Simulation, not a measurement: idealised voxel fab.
The document below concerns the process module designated voxel transistor to metal.
Cross-section cut spans 285 nm and uses square cells 5 nm in size.
In what follows, cross-sections appear as grids of square cells, described through bands that run from the top down, where every band is one or more rows of cells.
Top, bottom (nm), then materials left to right with widths (nm); lone material tagged "edge to edge" fills the whole band edge to edge; "air" = empty space.
Basically, 0 is our baseline, since under it the wafer straight out of the box is all one material. The bottom band has no lower end and keeps on going down, so it looks like "top 0, no bottom".
So if you see something like "30->40" for the width, read it as the top row of the band sitting at the first number and the bottom row at the second, with every row in between moving by the same amount as the last.
Key: "same as before" - step with no changed cell in the cross-section.
"Tabulated closed voids" lists enclosed empty spaces (at least 8 cells, no open path upward to the top), each as width x height at distance from the left edge, in nm.
On a step's line, text after the settings is the simulator commenting on that step.
"overlay nm", when on a step's line for a step with a mask, measures how far to the right of its planned place the mask lay; a negative measure means to the left.

THE PROCESS STEPS THAT WERE PLANNED ARE LISTED BELOW
1. RECEIVE (material Si)
2. CONFORMAL_DEP (material SiO2; thk nm 5)
3. CONFORMAL_DEP (material SiN; thk nm 10)
4. PATTERN (tone cover; mask id ACTIVE; material resist; width nm 110; pitch nm 135; thk nm 20; overlay nm 0)
5. DIRECTIONAL_ETCH (etch materials SiN; depth nm 10)
6. DIRECTIONAL_ETCH (etch materials SiO2; depth nm 5)
7. DIRECTIONAL_ETCH (etch materials Si; depth nm 25)
8. STRIP (etch materials resist)
9. FILL_DEP (material SiO2; thk nm 5)
10. CMP (height nm 15)
11. SELECTIVE_ETCH (etch materials SiO2; depth nm 5)
12. STRIP (etch materials SiN)
13. SELECTIVE_ETCH (etch materials SiO2; depth nm 5)
14. OXIDIZE (depth nm 5)
15. DIRECTIONAL_DEP (material polySi; thk nm 30)
16. DIRECTIONAL_DEP (material SiCN; thk nm 10)
17. MASKED_ETCH (tone cover; mask id GATE; width nm 20; pitch nm 135; etch materials SiCN; depth nm 20; overlay nm 0)
18. MASKED_ETCH (tone cover; mask id GATE; width nm 20; pitch nm 135; etch materials polySi; depth nm 40; overlay nm 0)
19. CONFORMAL_DEP (material SiO2; thk nm 5)
20. DIRECTIONAL_ETCH (etch materials SiO2; depth nm 5)
21. CONFORMAL_DEP (material SiN; thk nm 10)
22. DIRECTIONAL_ETCH (etch materials SiN; depth nm 10)
23. DIRECTIONAL_ETCH (etch materials SiO2; depth nm 5)
24. EPI (material SiGe; thk nm 5)
25. FILL_DEP (material SiO2; thk nm 5)
26. CMP (height nm 40)
27. DIRECTIONAL_DEP (material SiO2; thk nm 15)
28. PATTERN (tone open; mask id CONTACT; material resist; width nm 30; thk nm 20; overlay nm 0)
29. DIRECTIONAL_ETCH (etch materials SiO2; depth nm 55)
30. STRIP (etch materials resist)
31. CONFORMAL_DEP (material TiN; thk nm 5)
32. FILL_DEP (material W; thk nm 5)
33. CMP (height nm 55)
34. DIRECTIONAL_DEP (material TiN; thk nm 5)
35. DIRECTIONAL_DEP (material Ru; thk nm 25)
36. PATTERN (tone cover; mask id METAL_1; material resist; width nm 20; thk nm 15; overlay nm 0)
37. DIRECTIONAL_ETCH (etch materials Ru; depth nm 25)
38. DIRECTIONAL_ETCH (etch materials TiN; depth nm 5)
39. STRIP (etch materials resist)
40. FILL_DEP (material SiO2; thk nm 5)
41. CMP (height nm 85)
42. CONFORMAL_DEP (material SiCN; thk nm 5)
The thk nm used in step 19 is not the same on every wafer, whereas the starting condition is; the value printed in the plan is the first wafer's.

CROSS-SECTION, FIRST OF SEVERAL WAFERS, AS DELIVERED AFTER STEP 1
- top 0, no bottom: Si edge to edge
- Tabulated closed voids: none

BELOW IS A PER-WAFER TABLE. IN IT, EACH ROW DESCRIBES THE WAFER AT THE END OF THE MODULE BY GIVING, FOR EACH MATERIAL, THE NUMBER OF CELLS GAINED (+) OR LOST (-) SINCE THE WAFER WAS RECEIVED, AND AFTER THAT THE CLOSED VOIDS OF THE WAFER
thk nm 5; +80 Ru; -109 Si; +73 SiCN; +16 SiGe; +72 SiN; +630 SiO2; +120 TiN; +96 W; +48 polySi; Tabulated closed voids: none
thk nm 10; +80 Ru; -109 Si; +73 SiCN; +64 SiN; +662 SiO2; +152 TiN; +56 W; +48 polySi; Tabulated closed voids: none
thk nm 15; +80 Ru; -109 Si; +73 SiCN; +56 SiN; +686 SiO2; +160 TiN; +32 W; +48 polySi; Tabulated closed voids: none
thk nm 20; +80 Ru; -109 Si; +73 SiCN; +40 SiN; +678 SiO2; +152 TiN; +64 W; +48 polySi; Tabulated closed voids: none
